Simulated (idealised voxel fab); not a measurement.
This is a process module. Its name is voxel self aligned vias.
Displayed cross-section: cut, width of 185 nm, square cells sized 5 nm.
For the purposes of this document, a cross-section shall be understood as a grid of square cells, specified as bands listed in top-to-bottom order, each band consisting of one or more rows of cells. Band entry format. Leading values: height of top, height of bottom, nm. Remainder: materials in left-to-right order, each with its width in nm. Special words: "edge to edge" on a single material, which then fills the band edge to edge; "blank", empty space. Heights are expressed relative to 0, this being the level below which the as-received wafer comprises one material exclusively. The lowest band is unbounded in the downward direction and is denoted as in "top 0, no bottom". The expression "30->40" gives the width at the extremes of the band, the first number at its top row of cells and the second at its bottom row, with the width changing by equal amounts from each row to the next in between. "nothing different" after a step means that no cell of the cross-section changed. In the "Non-vented voids" entry, you get each enclosed empty space of 8 cells or more, one with no open way to the top, written width x height at distance, distance from the left edge, in nm. That trailing text on a step's line, after the settings, is the simulator's own remark on the step. overlay nm: where the mask lay relative to plan, measured to the right, on steps with a mask; negatives go left.

## The process steps that were planned are listed below
| 1 | op RECEIVE | material Si |
| 2 | op CONFORMAL_DEP | material SiO2 | thk nm 15 |
| 3 | op CONFORMAL_DEP | material SiCN | thk nm 5 |
| 4 | op DIRECTIONAL_DEP | material SiO2 | thk nm 20 |
| 5 | op DIRECTIONAL_DEP | material aC | thk nm 15 |
| 6 | op PATTERN | tone open | mask id LINES | material resist | width nm 20 | pitch nm 70 | thk nm 35 | overlay nm 0 |
| 7 | op DIRECTIONAL_ETCH | etch materials aC | depth nm 15 |
| 8 | op STRIP | etch materials resist |
| 9 | op DIRECTIONAL_ETCH | etch materials SiO2 | depth nm 20 |
| 10 | op STRIP | etch materials aC |
| 11 | op CONFORMAL_DEP | material TiN | thk nm 5 |
| 12 | op FILL_DEP | material W | thk nm 5 |
| 13 | op CMP | height nm 40 |
| 14 | op SELECTIVE_ETCH | etch materials W Ru TiN | depth nm 5 |
| 15 | op FILL_DEP | material SiN | thk nm 5 |
| 16 | op CMP | height nm 40 |
| 17 | op DIRECTIONAL_DEP | material SiO2 | thk nm 20 |
| 18 | op DIRECTIONAL_DEP | material aC | thk nm 15 |
| 19 | op PATTERN | tone open | mask id VIAS | material resist | width nm 40 | thk nm 30 | overlay nm 0 |
| 20 | op DIRECTIONAL_ETCH | etch materials aC | depth nm 15 |
| 21 | op STRIP | etch materials resist |
| 22 | op DIRECTIONAL_ETCH | etch materials SiO2 | depth nm 20 |
| 23 | op DIRECTIONAL_ETCH | etch materials SiN | depth nm 5 |
| 24 | op STRIP | etch materials aC |
| 25 | op CONFORMAL_DEP | material TiN | thk nm 5 |
| 26 | op FILL_DEP | material Cu | thk nm 5 |
| 27 | op CMP | height nm 60 |
| 28 | op CONFORMAL_DEP | material SiCN | thk nm 5 |

## As-received state of the wafer in cross-section, equivalent to post-step 1
top 0, no bottom: Si edge to edge
Non-vented voids: none

## Cross-section, end of module. Start: as above. Plan: as above. Execution: one mistake
top 65, bottom 60: SiCN edge to edge
top 60, bottom 45: SiO2=35  TiN=5  Cu=30  TiN=5  SiO2=110
top 45, bottom 40: SiO2=35  TiN=40  SiO2=110
top 40, bottom 35: SiCN edge to edge
top 35, bottom 0: SiO2 edge to edge
top 0, no bottom: Si edge to edge
Non-vented voids: none
What was the processing mistake? sequence error: steps 3 and 4 interchanged
